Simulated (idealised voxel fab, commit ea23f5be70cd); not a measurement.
The process module that follows is named voxel spacer lines.
Cross-sectional view cut (width: 185 nm; square cell size: 5 nm).
Think of the cross-section as a grid of square cells. We describe it in bands, top to bottom, and each band covers one or more rows of those cells.
It is stipulated that each band's entry specify, in nanometres, the height of the top of the band and then that of its bottom, followed by the materials of the band in left-to-right sequence, each together with its width in nanometres. A single material marked by the word "everywhere" is understood to fill the band from edge to edge; the word "air" is understood to denote empty space.
Counting heights begins at 0, where everything beneath is, in the wafer as received, one material. The lowest band has no bottom; it goes on downwards, as "from 0 down" shows.
It should be noted that a width expressed as "30->40" varies in equal increments from row to row of cells within the band, taking the value of the first number at the top row and that of the second number at the bottom row.
"stayed the same" (step): cross-section cells unchanged, all of them.
Voids not open to the top, 8 cells minimum: see "Trapped cavities". Written width x height at distance; distance is from the left edge; nm.
That trailing text on a step's line, after the settings, is the simulator's own remark on the step.
overlay nm: how far to the right of its planned place the mask lay on this masked step (negative: to the left).
PROCESS STEPS - PLAN
step 1: RECEIVE: material Si
step 2: CONFORMAL_DEP: material Al2O3, thk nm 5
step 3: DIRECTIONAL_DEP: material SiN, thk nm 10
step 4: DIRECTIONAL_DEP: material aC, thk nm 25
step 5: PATTERN: tone cover, mask id MANDREL, material resist, width nm 25, pitch nm 70, thk nm 30, overlay nm 0
step 6: DIRECTIONAL_ETCH: etch materials aC, depth nm 25
step 7: STRIP: etch materials resist
step 8: CONFORMAL_DEP: material SiO2, thk nm 10
step 9: DIRECTIONAL_ETCH: etch materials SiO2, depth nm 10
step 10: STRIP: etch materials aC
step 11: DIRECTIONAL_ETCH: etch materials SiN, depth nm 10
step 12: STRIP: etch materials SiO2
step 13: FILL_DEP: material lowk, thk nm 5
step 14: CMP: height nm 15
WHAT FOLLOWS COVERS THE FIRST OF TWO WAFERS; IT RAN AS PLANNED
WAFER CROSS-SECTION ON RECEIPT, I.E. AFTER STEP 1
	from 0 down | Si everywhere
	Trapped cavities: none
SECTIONAL VIEW: WAFER, AFTER STEP 2
	from 5 to 0 | Al2O3 everywhere
	Anything lower than 0 is untouched.
SECTIONAL VIEW: WAFER, AFTER STEP 3
	from 15 to 5 | SiN everywhere
	Anything lower than 5 is untouched.
SECTIONAL VIEW: WAFER, AFTER STEP 4
	from 40 to 15 | aC everywhere
	Anything lower than 15 is untouched.
SECTIONAL VIEW: WAFER, AFTER STEP 5
	from 70 to 40 | air 45  resist 25  air 45  resist 25  air 45
	Anything lower than 40 is untouched.
SECTIONAL VIEW: WAFER, AFTER STEP 6
	from 45 to 40 | air 45  resist 25  air 45  resist 25  air 45
	from 40 to 15 | air 45  aC 25  air 45  aC 25  air 45
	Anything lower than 15 is untouched.
SECTIONAL VIEW: WAFER, AFTER STEP 7
	from 40 to 15 | air 45  aC 25  air 45  aC 25  air 45
	Anything lower than 15 is untouched.
SECTIONAL VIEW: WAFER, AFTER STEP 8
	from 50 to 40 | air 35  SiO2 45  air 25  SiO2 45  air 35
	from 40 to 25 | air 35  SiO2 10  aC 25  SiO2 10  air 25  SiO2 10  aC 25  SiO2 10  air 35
	from 25 to 15 | SiO2 45  aC 25  SiO2 45  aC 25  SiO2 45
	Anything lower than 15 is untouched.
SECTIONAL VIEW: WAFER, AFTER STEP 9
	from 40 to 15 | air 35  SiO2 10  aC 25  SiO2 10  air 25  SiO2 10  aC 25  SiO2 10  air 35
	Anything lower than 15 is untouched.
SECTIONAL VIEW: WAFER, AFTER STEP 10
	from 40 to 15 | air 35  SiO2 10  air 25  SiO2 10  air 25  SiO2 10  air 25  SiO2 10  air 35
	Anything lower than 15 is untouched.
SECTIONAL VIEW: WAFER, AFTER STEP 11
	from 40 to 15 | air 35  SiO2 10  air 25  SiO2 10  air 25  SiO2 10  air 25  SiO2 10  air 35
	from 15 to 5 | air 35  SiN 10  air 25  SiN 10  air 25  SiN 10  air 25  SiN 10  air 35
	Anything lower than 5 is untouched.
SECTIONAL VIEW: WAFER, AFTER STEP 12
	from 15 to 5 | air 35  SiN 10  air 25  SiN 10  air 25  SiN 10  air 25  SiN 10  air 35
	Anything lower than 5 is untouched.
SECTIONAL VIEW: WAFER, AFTER STEP 13
	from 20 to 15 | lowk everywhere
	from 15 to 5 | lowk 35  SiN 10  lowk 25  SiN 10  lowk 25  SiN 10  lowk 25  SiN 10  lowk 35
	Anything lower than 5 is untouched.
SECTIONAL VIEW: WAFER, AFTER STEP 14
	from 15 to 5 | lowk 35  SiN 10  lowk 25  SiN 10  lowk 25  SiN 10  lowk 25  SiN 10  lowk 35
	Anything lower than 5 is untouched.
SECOND WAFER: LIKE START, LIKE PLAN, ONE MISTAKE. THROUGH STEP 1 IT MATCHES THE FIRST WAFER
Cross-section of the second wafer corresponding to the planned conclusion of step 2: stayed the same
CROSS-SECTION OF THE SECOND WAFER CORRESPONDING TO THE PLANNED CONCLUSION OF STEP 3
	from 10 to 0 | SiN everywhere
	Anything lower than 0 is untouched.
CROSS-SECTION OF THE SECOND WAFER CORRESPONDING TO THE PLANNED CONCLUSION OF STEP 4
	from 35 to 10 | aC everywhere
	Anything lower than 10 is untouched.
CROSS-SECTION OF THE SECOND WAFER CORRESPONDING TO THE PLANNED CONCLUSION OF STEP 5
	from 65 to 35 | air 45  resist 25  air 45  resist 25  air 45
	Anything lower than 35 is untouched.
CROSS-SECTION OF THE SECOND WAFER CORRESPONDING TO THE PLANNED CONCLUSION OF STEP 6
	from 40 to 35 | air 45  resist 25  air 45  resist 25  air 45
	from 35 to 10 | air 45  aC 25  air 45  aC 25  air 45
	Anything lower than 10 is untouched.
CROSS-SECTION OF THE SECOND WAFER CORRESPONDING TO THE PLANNED CONCLUSION OF STEP 7
	from 35 to 10 | air 45  aC 25  air 45  aC 25  air 45
	Anything lower than 10 is untouched.
CROSS-SECTION OF THE SECOND WAFER CORRESPONDING TO THE PLANNED CONCLUSION OF STEP 8
	from 45 to 35 | air 35  SiO2 45  air 25  SiO2 45  air 35
	from 35 to 20 | air 35  SiO2 10  aC 25  SiO2 10  air 25  SiO2 10  aC 25  SiO2 10  air 35
	from 20 to 10 | SiO2 45  aC 25  SiO2 45  aC 25  SiO2 45
	Anything lower than 10 is untouched.
CROSS-SECTION OF THE SECOND WAFER CORRESPONDING TO THE PLANNED CONCLUSION OF STEP 9
	from 35 to 10 | air 35  SiO2 10  aC 25  SiO2 10  air 25  SiO2 10  aC 25  SiO2 10  air 35
	Anything lower than 10 is untouched.
CROSS-SECTION OF THE SECOND WAFER CORRESPONDING TO THE PLANNED CONCLUSION OF STEP 10
	from 35 to 10 | air 35  SiO2 10  air 25  SiO2 10  air 25  SiO2 10  air 25  SiO2 10  air 35
	Anything lower than 10 is untouched.
CROSS-SECTION OF THE SECOND WAFER CORRESPONDING TO THE PLANNED CONCLUSION OF STEP 11
	from 35 to 10 | air 35  SiO2 10  air 25  SiO2 10  air 25  SiO2 10  air 25  SiO2 10  air 35
	from 10 to 0 | air 35  SiN 10  air 25  SiN 10  air 25  SiN 10  air 25  SiN 10  air 35
	Anything lower than 0 is untouched.
CROSS-SECTION OF THE SECOND WAFER CORRESPONDING TO THE PLANNED CONCLUSION OF STEP 12
	from 10 to 0 | air 35  SiN 10  air 25  SiN 10  air 25  SiN 10  air 25  SiN 10  air 35
	Anything lower than 0 is untouched.
CROSS-SECTION OF THE SECOND WAFER CORRESPONDING TO THE PLANNED CONCLUSION OF STEP 13
	from 15 to 10 | lowk everywhere
	from 10 to 0 | lowk 35  SiN 10  lowk 25  SiN 10  lowk 25  SiN 10  lowk 25  SiN 10  lowk 35
	Anything lower than 0 is untouched.
Cross-section of the second wafer corresponding to the planned conclusion of step 14: stayed the same
Where did the run depart from the plan? execution of step 2 of the plan did not take place, the step having been omitted
The closing comparison, in cells, has the second wafer with more or fewer of some materials than the first: 37 fewer of Al2O3; 37 more of lowk
